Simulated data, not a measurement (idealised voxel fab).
Process module in this document: voxel lift off
Square cell edge 5 nm, section width 165 nm, ID cut.
Cross-section = grid of square cells, listed top down in bands; band = one or more rows. Top height, bottom height, nm. Materials left to right, width each, nm. Single material + "edge to edge" = fills band edge to edge. "air" = empty. Height datum 0, below which the as-received substrate wafer is one material. Lowest band open at the bottom, running downward: "0 -> down". Per-row width for "30 to 40": begins at first number (top row of band), ends at second number (bottom row), increment between rows held constant. Given "no alteration" for a step, no cell of the cross-section differs between before and after that step. Entry "Completely sealed voids" = empty spaces >= 8 cells with no open way to the top; each as width x height at distance, distance from left edge, all nm. It should be noted that, on the line of a given step, the content following the step's settings is a remark produced by the simulator itself with respect to that step. overlay nm: mask right of planned place by this much (step with mask). Neg. = left.

[Process steps - plan]
1: op RECEIVE | material Si
2: op CONFORMAL_DEP | material SiO2 | thk nm 15
3: op PATTERN | tone open | mask id LINES | material resist | width nm 30 | pitch nm 45 | thk nm 25 | overlay nm 0
4: op DIRECTIONAL_DEP | material Ru | thk nm 10
5: op STRIP | etch materials resist
6: op CONFORMAL_DEP | material SiO2 | thk nm 10

[First wafer, two in total, run as planned]

[As-received wafer cross-section (after step 1)]
  0 -> down: Si edge to edge
  Completely sealed voids: none

[Cross-section of the wafer after step 2]
  15 -> 0: SiO2 edge to edge
  Below 0 it's all the same as before, nothing changed down there.

[Cross-section of the wafer after step 3]
  40 -> 15: 20 resist, 30 air, 15 resist, 30 air, 15 resist, 30 air, 25 resist
  Below 15 it's all the same as before, nothing changed down there.

[Cross-section of the wafer after step 4]
  50 -> 40: 20 Ru, 30 air, 15 Ru, 30 air, 15 Ru, 30 air, 25 Ru
  40 -> 25: 20 resist, 30 air, 15 resist, 30 air, 15 resist, 30 air, 25 resist
  25 -> 15: 20 resist, 30 Ru, 15 resist, 30 Ru, 15 resist, 30 Ru, 25 resist
  Below 15 it's all the same as before, nothing changed down there.

[Cross-section of the wafer after step 5]
  25 -> 15: 20 air, 30 Ru, 15 air, 30 Ru, 15 air, 30 Ru, 25 air
  Below 15 it's all the same as before, nothing changed down there.

[Cross-section of the wafer after step 6]
  35 -> 25: 10 air, 140 SiO2, 15 air
  25 -> 15: 20 SiO2, 30 Ru, 15 SiO2, 30 Ru, 15 SiO2, 30 Ru, 25 SiO2
  Below 15 it's all the same as before, nothing changed down there.

[The Second Wafer: Common Origin and Plan, One Mistake in Execution, Identical to the First Through Step 2]

[Cross-sectional representation of the second wafer at the time designated in the plan for the completion of step 3]
  40 -> 15: 25 resist, 20 air, 25 resist, 20 air, 25 resist, 20 air, 30 resist
  Below 15 it's all the same as before, nothing changed down there.

[Cross-sectional representation of the second wafer at the time designated in the plan for the completion of step 4]
  50 -> 40: 25 Ru, 20 air, 25 Ru, 20 air, 25 Ru, 20 air, 30 Ru
  40 -> 25: 25 resist, 20 air, 25 resist, 20 air, 25 resist, 20 air, 30 resist
  25 -> 15: 25 resist, 20 Ru, 25 resist, 20 Ru, 25 resist, 20 Ru, 30 resist
  Below 15 it's all the same as before, nothing changed down there.

[Cross-sectional representation of the second wafer at the time designated in the plan for the completion of step 5]
  25 -> 15: 25 air, 20 Ru, 25 air, 20 Ru, 25 air, 20 Ru, 30 air
  Below 15 it's all the same as before, nothing changed down there.

[Cross-sectional representation of the second wafer at the time designated in the plan for the completion of step 6]
  35 -> 25: 15 air, 40 SiO2, 5 air, 40 SiO2, 5 air, 40 SiO2, 20 air
  25 -> 15: 25 SiO2, 20 Ru, 25 SiO2, 20 Ru, 25 SiO2, 20 Ru, 30 SiO2
  Below 15 it's all the same as before, nothing changed down there.
Processing error: step 3 was run on a setting that differed from the plan, and what really ran there is op PATTERN | tone open | mask id LINES | material resist | width nm 20 | pitch nm 45 | thk nm 25 | overlay nm 0
Bottom line after processing is that, in cells, the second wafer is up or down on some materials versus the first: Ru -12 | SiO2 +4
